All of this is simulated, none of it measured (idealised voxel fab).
This is a process module. Its name is voxel double patterning.
The cross-section shown here is cut; it is 170 nm wide and divided into square cells measuring 5 nm on a side.
A cross-section is written here as square cells arranged in a grid, and it is given in bands from the top down, each band taking up one or more rows of cells.
Top, bottom (nm), then materials left to right with widths (nm); lone material tagged "throughout" fills the whole band edge to edge; "blank" = empty space.
Heights from 0 (as-received wafer is one material below). Bottom band endless downward, as "0 -> down".
A two-number width, for instance "30 to 40", indicates that the width is equal to the first number in the top row of the band and to the second number in the bottom row, and that it changes by a constant amount per row of cells.
Where a step carries "no modifications", the cross-section came out of it unchanged, cell for cell.
Closed internal cavities: empty space of 8 cells or more with no open way to the top, each as width x height at its distance from the left edge, in nm
On a step's line, text after the settings is the simulator commenting on that step.
overlay nm: for a step with a mask, the amount by which the mask lay right of where it was planned; a negative amount means left of it.
The planned process steps are enumerated hereunder
1,RECEIVE: material Si
2,CONFORMAL_DEP: material SiN, thk nm 10
3,DIRECTIONAL_DEP: material SiO2, thk nm 10
4,DIRECTIONAL_DEP: material SiCN, thk nm 5
5,DIRECTIONAL_DEP: material aC, thk nm 15
6,PATTERN: tone open, mask id FIRST, material resist, width nm 15, pitch nm 50, thk nm 30, overlay nm 0
7,DIRECTIONAL_ETCH: etch materials aC, depth nm 15
8,STRIP: etch materials resist
9,DIRECTIONAL_ETCH: etch materials SiCN, depth nm 5
10,STRIP: etch materials aC
11,DIRECTIONAL_DEP: material aC, thk nm 15
12,PATTERN: tone open, mask id SECOND, material resist, width nm 15, pitch nm 50, thk nm 30, overlay nm 0
13,DIRECTIONAL_ETCH: etch materials aC, depth nm 15
14,STRIP: etch materials resist
15,DIRECTIONAL_ETCH: etch materials SiCN, depth nm 5
16,STRIP: etch materials aC
17,DIRECTIONAL_ETCH: etch materials SiO2, depth nm 10
18,STRIP: etch materials SiCN
Cross-sectional view of the wafer in its as-received condition, corresponding to the state after step 1
* 0 -> down = Si throughout
* Closed internal cavities: none
a wafer at the end: this start, this plan, one mistake
* 20 -> 10 = SiN throughout
* 10 -> 0 = SiO2 throughout
* 0 -> down = Si throughout
* Closed internal cavities: none
Error vs. plan: the run placed steps 2 and 3 each in the position the plan gave to the other
